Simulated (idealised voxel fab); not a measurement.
A process module follows: voxel transistor to metal.
Cross-sectional view cut (width: 185 nm; square cell size: 5 nm).
Heads up, the way a cross-section reads in here is a grid of square cells, handed over as bands from the top down, with every band being one or more rows of cells. Band: top and bottom heights (nm) first, top before bottom; then materials from left to right, widths in nm. "all across" marks a sole material filling the band edge to edge. "blank" denotes empty space. Counting heights begins at 0, where everything beneath is, in the wafer as received, one material. The lowest band has no bottom; it goes on downwards, as "0 and below" shows. When a width is written as two numbers, as in "30..40", the first number is the width in the top row of cells of the band and the second is the width in its bottom row, and the width changes by the same amount from each row to the next. The designation "remained unchanged", where it is given for a processing step, indicates that no cell of the cross-section was altered in the course of that step. Closed empty spaces (no open way to the top) of 8 cells or more are what "Sealed void list" lists, each as width x height at distance from the left edge, nm for all three. Formally, on a step line, whatever follows the settings is a remark that the simulator itself makes on the step. What "overlay nm" on a step's line means: if the step has a mask, that mask lay this far to the right of its planned place, or, when the value is negative, to the left. What follows is a series of pairs. Each pair shows a cross-section before one process step and the cross-section after it, and the after view is drawn only down to the lowest band that changed. Beneath each pair is the step that lies between the two, with its settings. Pairs may come from different runs of this module on the same starting wafer, so a pair continues from the one above it only where its entry headed "Before the process" says so.

Before the process
- 0 and below: Si all across
- Sealed void list: none

Section After Processing
- 0 down to -5: SiO2 all across
- Nothing below the height -5 has changed.
- Sealed void list: none
The process step separating the two cross-sections depicted above is as follows: OXIDIZE,depth nm 5

Before the process: Reference is made to the cross-section shown after the step in the pair directly above, which represents the state prior to this step.

Section After Processing
- 10 down to 0: SiN all across
- Nothing below the height 0 has changed.
- Sealed void list: none
The process step separating the two cross-sections depicted above is as follows: CONFORMAL_DEP,material SiN,thk nm 10

Before the process: Reference is made to the cross-section shown after the step in the pair directly above, which represents the state prior to this step.

Section After Processing
- 25 down to 10: 35 blank  115 resist  35 blank
- Nothing below the height 10 has changed.
- Sealed void list: none
The process step separating the two cross-sections depicted above is as follows: PATTERN,tone cover,mask id ACTIVE,material resist,width nm 115,thk nm 15,overlay nm 0

Before the process: Reference is made to the cross-section shown after the step in the pair directly above, which represents the state prior to this step.

Section After Processing
- 25 down to 10: 35 blank  115 resist  35 blank
- 10 down to 0: 35 blank  115 SiN  35 blank
- Nothing below the height 0 has changed.
- Sealed void list: none
The process step separating the two cross-sections depicted above is as follows: DIRECTIONAL_ETCH,etch materials SiN,depth nm 10

Before the process: Reference is made to the cross-section shown after the step in the pair directly above, which represents the state prior to this step.

Section After Processing
- 25 down to 10: 35 blank  115 resist  35 blank
- 10 down to 0: 35 blank  115 SiN  35 blank
- 0 down to -5: 35 blank  115 SiO2  35 blank
- Nothing below the height -5 has changed.
- Sealed void list: none
The process step separating the two cross-sections depicted above is as follows: DIRECTIONAL_ETCH,etch materials SiO2,depth nm 5

Before the process: Reference is made to the cross-section shown after the step in the pair directly above, which represents the state prior to this step.

Section After Processing
- 25 down to 10: 35 blank  115 resist  35 blank
- 10 down to 0: 35 blank  115 SiN  35 blank
- 0 down to -5: 35 blank  115 SiO2  35 blank
- -5 down to -40: 35 blank  115 Si  35 blank
- Nothing below the height -40 has changed.
- Sealed void list: none
The process step separating the two cross-sections depicted above is as follows: DIRECTIONAL_ETCH,etch materials Si,depth nm 35

Before the process: Reference is made to the cross-section shown after the step in the pair directly above, which represents the state prior to this step.

Section After Processing
- 10 down to 0: 35 blank  115 SiN  35 blank
- Nothing below the height 0 has changed.
- Sealed void list: none
The process step separating the two cross-sections depicted above is as follows: STRIP,etch materials resist

Before the process: Reference is made to the cross-section shown after the step in the pair directly above, which represents the state prior to this step.

Section After Processing
- 10 down to 0: 35 blank  115 SiN  35 blank
- 0 down to -5: 35 blank  115 SiO2  35 blank
- -5 down to -40: 35 blank  5 SiO2  105 Si  5 SiO2  35 blank
- -40 down to -45: 40 SiO2  105 Si  40 SiO2
- Nothing below the height -45 has changed.
- Sealed void list: none
The process step separating the two cross-sections depicted above is as follows: OXIDIZE,depth nm 5

Before the process: Reference is made to the cross-section shown after the step in the pair directly above, which represents the state prior to this step.

Section After Processing
- 15 down to 10: SiO2 all across
- 10 down to 0: 35 SiO2  115 SiN  35 SiO2
- 0 down to -5: SiO2 all across
- -5 down to -45: 40 SiO2  105 Si  40 SiO2
- Nothing below the height -45 has changed.
- Sealed void list: none
The process step separating the two cross-sections depicted above is as follows: FILL_DEP,material SiO2,thk nm 5

Before the process: Reference is made to the cross-section shown after the step in the pair directly above, which represents the state prior to this step.

Section After Processing
- 10 down to 0: 35 SiO2  115 SiN  35 SiO2
- Nothing below the height 0 has changed.
- Sealed void list: none
The process step separating the two cross-sections depicted above is as follows: CMP,height nm 10

Before the process: Reference is made to the cross-section shown after the step in the pair directly above, which represents the state prior to this step.

Section After Processing
- 10 down to 5: 35 blank  115 SiN  35 blank
- Nothing below the height 5 has changed.
- Sealed void list: none
The process step separating the two cross-sections depicted above is as follows: SELECTIVE_ETCH,etch materials SiO2,depth nm 5

Before the process: Reference is made to the cross-section shown after the step in the pair directly above, which represents the state prior to this step.

Section After Processing
- 5 down to 0: 35 SiO2  115 blank  35 SiO2
- Nothing below the height 0 has changed.
- Sealed void list: none
The process step separating the two cross-sections depicted above is as follows: STRIP,etch materials SiN

Before the process: Reference is made to the cross-section shown after the step in the pair directly above, which represents the state prior to this step.

Section After Processing
- 0 down to -5: 30 SiO2  125 blank  30 SiO2
- Nothing below the height -5 has changed.
- Sealed void list: none
The process step separating the two cross-sections depicted above is as follows: SELECTIVE_ETCH,etch materials SiO2,depth nm 5

Before the process: Reference is made to the cross-section shown after the step in the pair directly above, which represents the state prior to this step.

Section After Processing
- 0 down to -5: 30 SiO2  125 blank  30 SiO2
- -5 down to -10: SiO2 all across
- Nothing below the height -10 has changed.
- Sealed void list: none
The process step separating the two cross-sections depicted above is as follows: OXIDIZE,depth nm 5

Before the process: Reference is made to the cross-section shown after the step in the pair directly above, which represents the state prior to this step.

Section After Processing
- 25 down to 20: 30 polySi  125 blank  30 polySi
- 20 down to 0: polySi all across
- 0 down to -5: 30 SiO2  125 polySi  30 SiO2
- Nothing below the height -5 has changed.
- Sealed void list: none
The process step separating the two cross-sections depicted above is as follows: DIRECTIONAL_DEP,material polySi,thk nm 25

Before the process: Reference is made to the cross-section shown after the step in the pair directly above, which represents the state prior to this step.

Section After Processing
- 35 down to 30: 30 SiCN  125 blank  30 SiCN
- 30 down to 25: SiCN all across
- 25 down to 20: 30 polySi  125 SiCN  30 polySi
- Nothing below the height 20 has changed.
- Sealed void list: none
The process step separating the two cross-sections depicted above is as follows: DIRECTIONAL_DEP,material SiCN,thk nm 10

Before the process: Reference is made to the cross-section shown after the step in the pair directly above, which represents the state prior to this step.

Section After Processing
- 30 down to 25: 75 blank  35 SiCN  75 blank
- 25 down to 20: 30 polySi  45 blank  35 SiCN  45 blank  30 polySi
- Nothing below the height 20 has changed.
- Sealed void list: none
The process step separating the two cross-sections depicted above is as follows: MASKED_ETCH,tone cover,mask id GATE,width nm 35,etch materials SiCN,depth nm 20,overlay nm 0

Before the process: Reference is made to the cross-section shown after the step in the pair directly above, which represents the state prior to this step.

Section After Processing
- 30 down to 20: 75 blank  35 SiCN  75 blank
- 20 down to 0: 75 blank  35 polySi  75 blank
- 0 down to -5: 30 SiO2  45 blank  35 polySi  45 blank  30 SiO2
- Nothing below the height -5 has changed.
- Sealed void list: none
The process step separating the two cross-sections depicted above is as follows: MASKED_ETCH,tone cover,mask id GATE,width nm 35,etch materials polySi,depth nm 35,overlay nm 0

Before the process: Reference is made to the cross-section shown after the step in the pair directly above, which represents the state prior to this step.

Section After Processing
- 40 down to 30: 65 blank  55 SiN  65 blank
- 30 down to 20: 65 blank  10 SiN  35 SiCN  10 SiN  65 blank
- 20 down to 10: 65 blank  10 SiN  35 polySi  10 SiN  65 blank
- 10 down to 5: 40 SiN  25 blank  10 SiN  35 polySi  10 SiN  25 blank  40 SiN
- 5 down to 0: 75 SiN  35 polySi  75 SiN
- 0 down to -5: 30 SiO2  45 SiN  35 polySi  45 SiN  30 SiO2
- Nothing below the height -5 has changed.
- Sealed void list: none
The process step separating the two cross-sections depicted above is as follows: CONFORMAL_DEP,material SiN,thk nm 10

Before the process: Reference is made to the cross-section shown after the step in the pair directly above, which represents the state prior to this step.

Section After Processing
- 30 down to 20: 65 blank  10 SiN  35 SiCN  10 SiN  65 blank
- 20 down to 0: 65 blank  10 SiN  35 polySi  10 SiN  65 blank
- 0 down to -5: 30 SiO2  10 SiN  25 blank  10 SiN  35 polySi  10 SiN  25 blank  10 SiN  30 SiO2
- Nothing below the height -5 has changed.
- Sealed void list: none
The process step separating the two cross-sections depicted above is as follows: DIRECTIONAL_ETCH,etch materials SiN,depth nm 10

Before the process: Reference is made to the cross-section shown after the step in the pair directly above, which represents the state prior to this step.

Section After Processing
- 30 down to 20: 65 blank  10 SiN  35 SiCN  10 SiN  65 blank
- 20 down to 0: 65 blank  10 SiN  35 polySi  10 SiN  65 blank
- 0 down to -5: 30 blank  10 SiN  25 blank  10 SiN  35 polySi  10 SiN  25 blank  10 SiN  30 blank
- -5 down to -10: 40 SiO2  25 blank  55 SiO2  25 blank  40 SiO2
- Nothing below the height -10 has changed.
- Sealed void list: none
The process step separating the two cross-sections depicted above is as follows: DIRECTIONAL_ETCH,etch materials SiO2,depth nm 5

Before the process: Reference is made to the cross-section shown after the step in the pair directly above, which represents the state prior to this step.

Section After Processing
- 30 down to 20: 65 blank  10 SiN  35 SiCN  10 SiN  65 blank
- 20 down to 0: 65 blank  10 SiN  35 polySi  10 SiN  65 blank
- 0 down to -5: 30 blank  10 SiN  25 blank  10 SiN  35 polySi  10 SiN  25 blank  10 SiN  30 blank
- -5 down to -10: 40 SiO2  25 blank  55 SiO2  25 blank  40 SiO2
- -10 down to -20: 40 SiO2  25 blank  55 Si  25 blank  40 SiO2
- Nothing below the height -20 has changed.
- Sealed void list: none
The process step separating the two cross-sections depicted above is as follows: DIRECTIONAL_ETCH,etch materials Si,depth nm 10

Before the process: Reference is made to the cross-section shown after the step in the pair directly above, which represents the state prior to this step.

Section After Processing
- 30 down to 20: 65 blank  10 SiN  35 SiCN  10 SiN  65 blank
- 20 down to 5: 65 blank  10 SiN  35 polySi  10 SiN  65 blank
- 5 down to 0: 50 blank  15 pSi  10 SiN  35 polySi  10 SiN  15 pSi  50 blank
- 0 down to -5: 30 blank  10 SiN  10 blank  15 pSi  10 SiN  35 polySi  10 SiN  15 pSi  10 blank  10 SiN  30 blank
- -5 down to -10: 40 SiO2  25 pSi  55 SiO2  25 pSi  40 SiO2
- -10 down to -20: 40 SiO2  25 pSi  55 Si  25 pSi  40 SiO2
- Nothing below the height -20 has changed.
- Sealed void list: none
The process step separating the two cross-sections depicted above is as follows: EPI,material pSi,thk nm 15

Before the process: Reference is made to the cross-section shown after the step in the pair directly above, which represents the state prior to this step.

Section After Processing
- 35 down to 30: SiO2 all across
- 30 down to 20: 65 SiO2  10 SiN  35 SiCN  10 SiN  65 SiO2
- 20 down to 5: 65 SiO2  10 SiN  35 polySi  10 SiN  65 SiO2
- 5 down to 0: 50 SiO2  15 pSi  10 SiN  35 polySi  10 SiN  15 pSi  50 SiO2
- 0 down to -5: 30 SiO2  10 SiN  10 SiO2  15 pSi  10 SiN  35 polySi  10 SiN  15 pSi  10 SiO2  10 SiN  30 SiO2
- Nothing below the height -5 has changed.
- Sealed void list: none
The process step separating the two cross-sections depicted above is as follows: FILL_DEP,material SiO2,thk nm 5

Before the process: Reference is made to the cross-section shown after the step in the pair directly above, which represents the state prior to this step.

Section After Processing
- 20 down to 5: 65 SiO2  10 SiN  35 polySi  10 SiN  65 SiO2
- Nothing below the height 5 has changed.
- Sealed void list: none
The process step separating the two cross-sections depicted above is as follows: CMP,height nm 20

Before the process: Reference is made to the cross-section shown after the step in the pair directly above, which represents the state prior to this step.

Section After Processing
- 20 down to 5: 65 SiO2  10 SiN  35 blank  10 SiN  65 SiO2
- 5 down to 0: 50 SiO2  15 pSi  10 SiN  35 blank  10 SiN  15 pSi  50 SiO2
- 0 down to -5: 30 SiO2  10 SiN  10 SiO2  15 pSi  10 SiN  35 blank  10 SiN  15 pSi  10 SiO2  10 SiN  30 SiO2
- Nothing below the height -5 has changed.
- Sealed void list: none
The process step separating the two cross-sections depicted above is as follows: STRIP,etch materials polySi

Before the process: Reference is made to the cross-section shown after the step in the pair directly above, which represents the state prior to this step.

Section After Processing
- 20 down to 15: 65 blank  10 SiN  35 blank  10 SiN  65 blank
- 15 down to 5: 65 SiO2  10 SiN  35 blank  10 SiN  65 SiO2
- 5 down to 0: 50 SiO2  15 pSi  10 SiN  35 blank  10 SiN  15 pSi  50 SiO2
- 0 down to -5: 30 SiO2  10 SiN  10 SiO2  15 pSi  10 SiN  35 blank  10 SiN  15 pSi  10 SiO2  10 SiN  30 SiO2
- -5 down to -10: 40 SiO2  25 pSi  5 SiO2  45 blank  5 SiO2  25 pSi  40 SiO2
- Nothing below the height -10 has changed.
- Sealed void list: none
The process step separating the two cross-sections depicted above is as follows: SELECTIVE_ETCH,etch materials SiO2,depth nm 5

Before the process: Reference is made to the cross-section shown after the step in the pair directly above, which represents the state prior to this step.

Section After Processing
- 25 down to 20: 60 blank  20 HfO2  25 blank  20 HfO2  60 blank
- 20 down to 15: 65 HfO2  10 SiN  5 HfO2  25 blank  5 HfO2  10 SiN  65 HfO2
- 15 down to 5: 65 SiO2  10 SiN  5 HfO2  25 blank  5 HfO2  10 SiN  65 SiO2
- 5 down to 0: 50 SiO2  15 pSi  10 SiN  5 HfO2  25 blank  5 HfO2  10 SiN  15 pSi  50 SiO2
- 0 down to -5: 30 SiO2  10 SiN  10 SiO2  15 pSi  10 SiN  5 HfO2  25 blank  5 HfO2  10 SiN  15 pSi  10 SiO2  10 SiN  30 SiO2
- -5 down to -10: 40 SiO2  25 pSi  5 SiO2  45 HfO2  5 SiO2  25 pSi  40 SiO2
- Nothing below the height -10 has changed.
- Sealed void list: none
The process step separating the two cross-sections depicted above is as follows: CONFORMAL_DEP,material HfO2,thk nm 5

Before the process: Reference is made to the cross-section shown after the step in the pair directly above, which represents the state prior to this step.

Section After Processing
- 30 down to 25: 55 blank  30 TiN  15 blank  30 TiN  55 blank
- 25 down to 20: 60 TiN  20 HfO2  5 TiN  15 blank  5 TiN  20 HfO2  60 TiN
- 20 down to 15: 65 HfO2  10 SiN  5 HfO2  5 TiN  15 blank  5 TiN  5 HfO2  10 SiN  65 HfO2
- 15 down to 5: 65 SiO2  10 SiN  5 HfO2  5 TiN  15 blank  5 TiN  5 HfO2  10 SiN  65 SiO2
- 5 down to 0: 50 SiO2  15 pSi  10 SiN  5 HfO2  5 TiN  15 blank  5 TiN  5 HfO2  10 SiN  15 pSi  50 SiO2
- 0 down to -5: 30 SiO2  10 SiN  10 SiO2  15 pSi  10 SiN  5 HfO2  25 TiN  5 HfO2  10 SiN  15 pSi  10 SiO2  10 SiN  30 SiO2
- Nothing below the height -5 has changed.
- Sealed void list: none
The process step separating the two cross-sections depicted above is as follows: CONFORMAL_DEP,material TiN,thk nm 5

Before the process: Reference is made to the cross-section shown after the step in the pair directly above, which represents the state prior to this step.

Section After Processing
- 35 down to 30: W all across
- 30 down to 25: 55 W  30 TiN  15 W  30 TiN  55 W
- 25 down to 20: 60 TiN  20 HfO2  5 TiN  15 W  5 TiN  20 HfO2  60 TiN
- 20 down to 15: 65 HfO2  10 SiN  5 HfO2  5 TiN  15 W  5 TiN  5 HfO2  10 SiN  65 HfO2
- 15 down to 5: 65 SiO2  10 SiN  5 HfO2  5 TiN  15 W  5 TiN  5 HfO2  10 SiN  65 SiO2
- 5 down to 0: 50 SiO2  15 pSi  10 SiN  5 HfO2  5 TiN  15 W  5 TiN  5 HfO2  10 SiN  15 pSi  50 SiO2
- Nothing below the height 0 has changed.
- Sealed void list: none
The process step separating the two cross-sections depicted above is as follows: FILL_DEP,material W,thk nm 5

Before the process: Reference is made to the cross-section shown after the step in the pair directly above, which represents the state prior to this step.

Section After Processing
- 15 down to 5: 65 SiO2  10 SiN  5 HfO2  5 TiN  15 W  5 TiN  5 HfO2  10 SiN  65 SiO2
- Nothing below the height 5 has changed.
- Sealed void list: none
The process step separating the two cross-sections depicted above is as follows: CMP,height nm 15

Before the process: Reference is made to the cross-section shown after the step in the pair directly above, which represents the state prior to this step.

Section After Processing
- 25 down to 15: SiO2 all across
- Nothing below the height 15 has changed.
- Sealed void list: none
The process step separating the two cross-sections depicted above is as follows: DIRECTIONAL_DEP,material SiO2,thk nm 10

Before the process: Reference is made to the cross-section shown after the step in the pair directly above, which represents the state prior to this step.

Section After Processing
- 40 down to 25: aC all across
- Nothing below the height 25 has changed.
- Sealed void list: none
The process step separating the two cross-sections depicted above is as follows: DIRECTIONAL_DEP,material aC,thk nm 15

Before the process: Reference is made to the cross-section shown after the step in the pair directly above, which represents the state prior to this step.

Section After Processing
- 75 down to 40: 40 resist  15 blank  75 resist  15 blank  40 resist
- Nothing below the height 40 has changed.
- Sealed void list: none
The process step separating the two cross-sections depicted above is as follows: PATTERN,tone open,mask id CONTACT,material resist,width nm 15,pitch nm 90,thk nm 35,overlay nm 0

Before the process: Reference is made to the cross-section shown after the step in the pair directly above, which represents the state prior to this step.

Section After Processing
- 60 down to 40: 40 resist  15 blank  75 resist  15 blank  40 resist
- 40 down to 25: 40 aC  15 blank  75 aC  15 blank  40 aC
- Nothing below the height 25 has changed.
- Sealed void list: none
The process step separating the two cross-sections depicted above is as follows: DIRECTIONAL_ETCH,etch materials aC,depth nm 15

Before the process: Reference is made to the cross-section shown after the step in the pair directly above, which represents the state prior to this step.

Section After Processing
- 40 down to 25: 40 aC  15 blank  75 aC  15 blank  40 aC
- Nothing below the height 25 has changed.
- Sealed void list: none
The process step separating the two cross-sections depicted above is as follows: STRIP,etch materials resist

Before the process: Reference is made to the cross-section shown after the step in the pair directly above, which represents the state prior to this step.

Section After Processing
- 40 down to 25: 40 aC  15 blank  75 aC  15 blank  40 aC
- 25 down to 15: 40 SiO2  15 blank  75 SiO2  15 blank  40 SiO2
- 15 down to 5: 40 SiO2  15 blank  10 SiO2  10 SiN  5 HfO2  5 TiN  15 W  5 TiN  5 HfO2  10 SiN  10 SiO2  15 blank  40 SiO2
- 5 down to 0: 40 SiO2  10 blank  15 pSi  10 SiN  5 HfO2  5 TiN  15 W  5 TiN  5 HfO2  10 SiN  15 pSi  10 blank  40 SiO2
- 0 down to -5: 30 SiO2  10 SiN  10 blank  15 pSi  10 SiN  5 HfO2  25 TiN  5 HfO2  10 SiN  15 pSi  10 blank  10 SiN  30 SiO2
- Nothing below the height -5 has changed.
- Sealed void list: none
The process step separating the two cross-sections depicted above is as follows: DIRECTIONAL_ETCH,etch materials SiO2,depth nm 30

Before the process: Reference is made to the cross-section shown after the step in the pair directly above, which represents the state prior to this step.

Section After Processing
- 25 down to 15: 40 SiO2  15 blank  75 SiO2  15 blank  40 SiO2
- Nothing below the height 15 has changed.
- Sealed void list: none
The process step separating the two cross-sections depicted above is as follows: STRIP,etch materials aC

Before the process: Reference is made to the cross-section shown after the step in the pair directly above, which represents the state prior to this step.

Section After Processing
- 30 down to 25: 45 TiN  5 blank  85 TiN  5 blank  45 TiN
- 25 down to 15: 40 SiO2  5 TiN  5 blank  5 TiN  75 SiO2  5 TiN  5 blank  5 TiN  40 SiO2
- 15 down to 10: 40 SiO2  5 TiN  5 blank  5 TiN  10 SiO2  10 SiN  5 HfO2  5 TiN  15 W  5 TiN  5 HfO2  10 SiN  10 SiO2  5 TiN  5 blank  5 TiN  40 SiO2
- 10 down to 5: 40 SiO2  15 TiN  10 SiO2  10 SiN  5 HfO2  5 TiN  15 W  5 TiN  5 HfO2  10 SiN  10 SiO2  15 TiN  40 SiO2
- 5 down to 0: 40 SiO2  10 TiN  15 pSi  10 SiN  5 HfO2  5 TiN  15 W  5 TiN  5 HfO2  10 SiN  15 pSi  10 TiN  40 SiO2
- 0 down to -5: 30 SiO2  10 SiN  10 TiN  15 pSi  10 SiN  5 HfO2  25 TiN  5 HfO2  10 SiN  15 pSi  10 TiN  10 SiN  30 SiO2
- Nothing below the height -5 has changed.
- Sealed void list: none
The process step separating the two cross-sections depicted above is as follows: CONFORMAL_DEP,material TiN,thk nm 5

Before the process: Reference is made to the cross-section shown after the step in the pair directly above, which represents the state prior to this step.

Section After Processing
- 40 down to 30: W all across
- 30 down to 25: 45 TiN  5 W  85 TiN  5 W  45 TiN
- 25 down to 15: 40 SiO2  5 TiN  5 W  5 TiN  75 SiO2  5 TiN  5 W  5 TiN  40 SiO2
- 15 down to 10: 40 SiO2  5 TiN  5 W  5 TiN  10 SiO2  10 SiN  5 HfO2  5 TiN  15 W  5 TiN  5 HfO2  10 SiN  10 SiO2  5 TiN  5 W  5 TiN  40 SiO2
- Nothing below the height 10 has changed.
- Sealed void list: none
The process step separating the two cross-sections depicted above is as follows: FILL_DEP,material W,thk nm 10

Before the process: Reference is made to the cross-section shown after the step in the pair directly above, which represents the state prior to this step.

Section After Processing
- 25 down to 15: 40 SiO2  5 TiN  5 W  5 TiN  75 SiO2  5 TiN  5 W  5 TiN  40 SiO2
- Nothing below the height 15 has changed.
- Sealed void list: none
The process step separating the two cross-sections depicted above is as follows: CMP,height nm 25

Before the process: Reference is made to the cross-section shown after the step in the pair directly above, which represents the state prior to this step.

Section After Processing
- 30 down to 25: TiN all across
- Nothing below the height 25 has changed.
- Sealed void list: none
The process step separating the two cross-sections depicted above is as follows: DIRECTIONAL_DEP,material TiN,thk nm 5

Before the process: Reference is made to the cross-section shown after the step in the pair directly above, which represents the state prior to this step.

Section After Processing
- 50 down to 30: Ru all across
- Nothing below the height 30 has changed.
- Sealed void list: none
The process step separating the two cross-sections depicted above is as follows: DIRECTIONAL_DEP,material Ru,thk nm 20

Before the process: Reference is made to the cross-section shown after the step in the pair directly above, which represents the state prior to this step.

Section After Processing
- 50 down to 30: 40 blank  15 Ru  75 blank  15 Ru  40 blank
- Nothing below the height 30 has changed.
- Sealed void list: none
The process step separating the two cross-sections depicted above is as follows: MASKED_ETCH,tone cover,mask id METAL_1,width nm 15,pitch nm 90,etch materials Ru,depth nm 20,overlay nm 0

Before the process: Reference is made to the cross-section shown after the step in the pair directly above, which represents the state prior to this step.

Section After Processing
- 50 down to 30: 40 blank  15 Ru  75 blank  15 Ru  40 blank
- 30 down to 25: 40 blank  15 TiN  75 blank  15 TiN  40 blank
- Nothing below the height 25 has changed.
- Sealed void list: none
The process step separating the two cross-sections depicted above is as follows: MASKED_ETCH,tone cover,mask id METAL_1,width nm 15,pitch nm 90,etch materials TiN,depth nm 5,overlay nm 0

Before the process: Reference is made to the cross-section shown after the step in the pair directly above, which represents the state prior to this step.

Section After Processing
- 55 down to 50: 35 blank  25 SiN  65 blank  25 SiN  35 blank
- 50 down to 30: 35 blank  5 SiN  15 Ru  5 SiN  65 blank  5 SiN  15 Ru  5 SiN  35 blank
- 30 down to 25: 40 SiN  15 TiN  75 SiN  15 TiN  40 SiN
- Nothing below the height 25 has changed.
- Sealed void list: none
The process step separating the two cross-sections depicted above is as follows: CONFORMAL_DEP,material SiN,thk nm 5

Before the process: Reference is made to the cross-section shown after the step in the pair directly above, which represents the state prior to this step.

Section After Processing
- 65 down to 55: SiO2 all across
- 55 down to 50: 35 SiO2  25 SiN  65 SiO2  25 SiN  35 SiO2
- 50 down to 30: 35 SiO2  5 SiN  15 Ru  5 SiN  65 SiO2  5 SiN  15 Ru  5 SiN  35 SiO2
- Nothing below the height 30 has changed.
- Sealed void list: none
The process step separating the two cross-sections depicted above is as follows: FILL_DEP,material SiO2,thk nm 10

Before the process: Reference is made to the cross-section shown after the step in the pair directly above, which represents the state prior to this step.

Section After Processing
- 50 down to 30: 35 SiO2  5 SiN  15 Ru  5 SiN  65 SiO2  5 SiN  15 Ru  5 SiN  35 SiO2
- Nothing below the height 30 has changed.
- Sealed void list: none
The process step separating the two cross-sections depicted above is as follows: CMP,height nm 50

Before the process: Reference is made to the cross-section shown after the step in the pair directly above, which represents the state prior to this step.

Section After Processing
- 55 down to 50: SiCN all across
- Nothing below the height 50 has changed.
- Sealed void list: none
The process step separating the two cross-sections depicted above is as follows: CONFORMAL_DEP,material SiCN,thk nm 5

Before the process
- 20 down to 15: 65 blank  10 SiN  35 blank  10 SiN  65 blank
- 15 down to 5: 65 SiO2  10 SiN  35 blank  10 SiN  65 SiO2
- 5 down to 0: 50 SiO2  15 pSi  10 SiN  35 blank  10 SiN  15 pSi  50 SiO2
- 0 down to -5: 30 SiO2  10 SiN  10 SiO2  15 pSi  10 SiN  35 blank  10 SiN  15 pSi  10 SiO2  10 SiN  30 SiO2
- -5 down to -10: 40 SiO2  25 pSi  5 SiO2  45 blank  5 SiO2  25 pSi  40 SiO2
- -10 down to -20: 40 SiO2  25 pSi  55 Si  25 pSi  40 SiO2
- -20 down to -45: 40 SiO2  105 Si  40 SiO2
- -45 and below: Si all across
- Sealed void list: none

Section After Processing
- 25 down to 20: 60 blank  20 TiN  25 blank  20 TiN  60 blank
- 20 down to 15: 65 TiN  10 SiN  5 TiN  25 blank  5 TiN  10 SiN  65 TiN
- 15 down to 5: 65 SiO2  10 SiN  5 TiN  25 blank  5 TiN  10 SiN  65 SiO2
- 5 down to 0: 50 SiO2  15 pSi  10 SiN  5 TiN  25 blank  5 TiN  10 SiN  15 pSi  50 SiO2
- 0 down to -5: 30 SiO2  10 SiN  10 SiO2  15 pSi  10 SiN  5 TiN  25 blank  5 TiN  10 SiN  15 pSi  10 SiO2  10 SiN  30 SiO2
- -5 down to -10: 40 SiO2  25 pSi  5 SiO2  45 TiN  5 SiO2  25 pSi  40 SiO2
- Nothing below the height -10 has changed.
- Sealed void list: none
The process step separating the two cross-sections depicted above is as follows: CONFORMAL_DEP,material TiN,thk nm 5

Before the process: Reference is made to the cross-section shown after the step in the pair directly above, which represents the state prior to this step.

Section After Processing
- 30 down to 25: W all across
- 25 down to 20: 60 W  20 TiN  25 W  20 TiN  60 W
- 20 down to 15: 65 TiN  10 SiN  5 TiN  25 W  5 TiN  10 SiN  65 TiN
- 15 down to 5: 65 SiO2  10 SiN  5 TiN  25 W  5 TiN  10 SiN  65 SiO2
- 5 down to 0: 50 SiO2  15 pSi  10 SiN  5 TiN  25 W  5 TiN  10 SiN  15 pSi  50 SiO2
- 0 down to -5: 30 SiO2  10 SiN  10 SiO2  15 pSi  10 SiN  5 TiN  25 W  5 TiN  10 SiN  15 pSi  10 SiO2  10 SiN  30 SiO2
- Nothing below the height -5 has changed.
- Sealed void list: none
The process step separating the two cross-sections depicted above is as follows: FILL_DEP,material W,thk nm 5

Before the process: Reference is made to the cross-section shown after the step in the pair directly above, which represents the state prior to this step.

Section After Processing
- 15 down to 5: 65 SiO2  10 SiN  5 TiN  25 W  5 TiN  10 SiN  65 SiO2
- Nothing below the height 5 has changed.
- Sealed void list: none
The process step separating the two cross-sections depicted above is as follows: CMP,height nm 15

Before the process: Reference is made to the cross-section shown after the step in the pair directly above, which represents the state prior to this step.

Section After Processing
- 25 down to 15: SiO2 all across
- Nothing below the height 15 has changed.
- Sealed void list: none
The process step separating the two cross-sections depicted above is as follows: DIRECTIONAL_DEP,material SiO2,thk nm 10

Before the process: Reference is made to the cross-section shown after the step in the pair directly above, which represents the state prior to this step.

Section After Processing
- 40 down to 25: aC all across
- Nothing below the height 25 has changed.
- Sealed void list: none
The process step separating the two cross-sections depicted above is as follows: DIRECTIONAL_DEP,material aC,thk nm 15

Before the process: Reference is made to the cross-section shown after the step in the pair directly above, which represents the state prior to this step.

Section After Processing
- 75 down to 40: 40 resist  15 blank  75 resist  15 blank  40 resist
- Nothing below the height 40 has changed.
- Sealed void list: none
The process step separating the two cross-sections depicted above is as follows: PATTERN,tone open,mask id CONTACT,material resist,width nm 15,pitch nm 90,thk nm 35,overlay nm 0

Before the process: Reference is made to the cross-section shown after the step in the pair directly above, which represents the state prior to this step.

Section After Processing
- 60 down to 40: 40 resist  15 blank  75 resist  15 blank  40 resist
- 40 down to 25: 40 aC  15 blank  75 aC  15 blank  40 aC
- Nothing below the height 25 has changed.
- Sealed void list: none
The process step separating the two cross-sections depicted above is as follows: DIRECTIONAL_ETCH,etch materials aC,depth nm 15

Before the process: Reference is made to the cross-section shown after the step in the pair directly above, which represents the state prior to this step.

Section After Processing
- 40 down to 25: 40 aC  15 blank  75 aC  15 blank  40 aC
- Nothing below the height 25 has changed.
- Sealed void list: none
The process step separating the two cross-sections depicted above is as follows: STRIP,etch materials resist

Before the process: Reference is made to the cross-section shown after the step in the pair directly above, which represents the state prior to this step.

Section After Processing
- 40 down to 25: 40 aC  15 blank  75 aC  15 blank  40 aC
- 25 down to 15: 40 SiO2  15 blank  75 SiO2  15 blank  40 SiO2
- 15 down to 5: 40 SiO2  15 blank  10 SiO2  10 SiN  5 TiN  25 W  5 TiN  10 SiN  10 SiO2  15 blank  40 SiO2
- 5 down to 0: 40 SiO2  10 blank  15 pSi  10 SiN  5 TiN  25 W  5 TiN  10 SiN  15 pSi  10 blank  40 SiO2
- 0 down to -5: 30 SiO2  10 SiN  10 blank  15 pSi  10 SiN  5 TiN  25 W  5 TiN  10 SiN  15 pSi  10 blank  10 SiN  30 SiO2
- Nothing below the height -5 has changed.
- Sealed void list: none
The process step separating the two cross-sections depicted above is as follows: DIRECTIONAL_ETCH,etch materials SiO2,depth nm 30

Before the process: Reference is made to the cross-section shown after the step in the pair directly above, which represents the state prior to this step.

Section After Processing
- 25 down to 15: 40 SiO2  15 blank  75 SiO2  15 blank  40 SiO2
- Nothing below the height 15 has changed.
- Sealed void list: none
The process step separating the two cross-sections depicted above is as follows: STRIP,etch materials aC
